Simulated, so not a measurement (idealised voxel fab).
process module | voxel gate over fins
cross-section cut | 290 nm wide | cells 5 nm
A cross-section is a grid of square cells, given in bands from the top down. A band is one or more rows of cells.
Each band's line starts with the height of the band's top and of its bottom, in nm. Then come its materials from left to right, each with its width in nm. One material with "throughout" fills the band from edge to edge. "air" is empty space.
Height 0 is the level under which the wafer as received is all one material. The lowest band goes on downwards, as in "0 down".
A width such as "30 to 40" changes by the same amount from each row of cells to the next, from the band's top row to its bottom row.
"no change" after a step means that no cell of the cross-section changed.
closed voids: empty space of 8 cells or more with no open way to the top, each as width x height at its distance from the left edge, in nm
after a step's settings: what the simulator itself notes on the step
overlay nm, on a step with a mask: how far to the right of its planned place the mask lay; to the left if negative
plan
1 op RECEIVE | material Si
2 op CONFORMAL_DEP | material SiN | thk nm 10
3 op MASKED_ETCH | tone cover | mask id FINS | width nm 15 | pitch nm 40 | etch materials SiN | depth nm 10 | overlay nm 0
4 op MASKED_ETCH | tone cover | mask id FINS | width nm 15 | pitch nm 40 | etch materials Si | depth nm 30 | overlay nm 0
5 op FILL_DEP | material SiO2 | thk nm 5
6 op CMP | height nm 10
7 op SELECTIVE_ETCH | etch materials SiO2 | depth nm 25
8 op STRIP | etch materials SiN
9 op CONFORMAL_DEP | material HfO2 | thk nm 5
10 op CONFORMAL_DEP | material TiN | thk nm 5
11 op CONFORMAL_DEP | material TiAl | thk nm 5
12 op CONFORMAL_DEP | material TiN | thk nm 5
13 op FILL_DEP | material W | thk nm 10
14 op CMP | height nm 25
15 op CONFORMAL_DEP | material SiCN | thk nm 10
as received, after step 1
  0 down: Si throughout
  closed voids: none
a wafer at the end: this start, this plan, one mistake
  35 to 25: SiCN throughout
  25 to 20: W throughout
  20 to 15: W 95 | TiN 95 | W 100
  15 to 10: TiN 100 | TiAl 85 | TiN 105
  10 to 5: TiAl 105 | TiN 35 | TiAl 5 | TiN 35 | TiAl 110
  5 to 0: TiN 110 | HfO2 25 | TiN 15 | HfO2 25 | TiN 115
  0 to -5: HfO2 115 | Si 15 | HfO2 25 | Si 15 | HfO2 120
  -5 to -30: SiO2 115 | Si 15 | SiO2 25 | Si 15 | SiO2 120
  -30 down: Si throughout
  closed voids: none
what went wrong: step 7 ran as: op SELECTIVE_ETCH | etch materials SiO2 | depth nm 15
